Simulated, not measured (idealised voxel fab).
process module | voxel plated lines
Cross-sectional view cut (width: 145 nm; square cell size: 5 nm).
In what follows, cross-sections appear as grids of square cells, described through bands that run from the top down, where every band is one or more rows of cells. Band: top height; bottom height; in nm. Then, left to right: material with width in nm, for each material. "edge to edge": a single material spanning edge to edge. "air": empty space. Height datum 0, below which the as-received substrate wafer is one material. Lowest band open at the bottom, running downward: "0 nm and below". The width entry "30->40" should be interpreted row by row: the top row of cells in the band takes the first number, the bottom row takes the second number, and the change between adjacent rows is uniform throughout. "remains unaltered" means the step left every cell of the cross-section as it was. Reported under the label "Closed internal voids" are the empty spaces having no open way to the top and comprising 8 cells or more; the notation for each is width x height at distance, in which the distance is measured from the left edge and all three values are in nm. Where a step's line continues beyond its settings, the continuation is a remark by the simulator itself on that step. A step line may carry the setting "overlay nm", which, for steps involving a mask, states the distance by which the mask lay to the right of its intended position; negative values denote displacement to the left.

# Set out below are the planned steps of the process
1,RECEIVE,material Si
2,CONFORMAL_DEP,material Al2O3,thk nm 10
3,DIRECTIONAL_DEP,material TiN,thk nm 5
4,PATTERN,tone open,mask id LINES,material resist,width nm 30,pitch nm 45,thk nm 20,overlay nm 0
5,EPI,material Ru,thk nm 5
6,STRIP,etch materials resist
7,DIRECTIONAL_ETCH,etch materials TiN,depth nm 5
8,CONFORMAL_DEP,material SiO2,thk nm 5

# Cross-section of the wafer at receipt, which is the condition after step 1
- 0 nm and below  Si edge to edge
- Closed internal voids: none

# Starting structure and process plan are as shown above, but one mistake was made in running the module; the wafer cross-section at the end of the module follows
- 35 nm to 25 nm  air=20, SiO2=105, air=20
- 25 nm to 20 nm  SiO2 edge to edge
- 20 nm to 15 nm  SiO2=35, Ru=30, SiO2=15, Ru=30, SiO2=35
- 15 nm to 10 nm  SiO2=35, TiN=30, SiO2=15, TiN=30, SiO2=35
- 10 nm to 0 nm  Al2O3 edge to edge
- 0 nm and below  Si edge to edge
- Closed internal voids: none
What was the processing mistake? step 8 deviated from plan and actually ran as CONFORMAL_DEP,material SiO2,thk nm 15
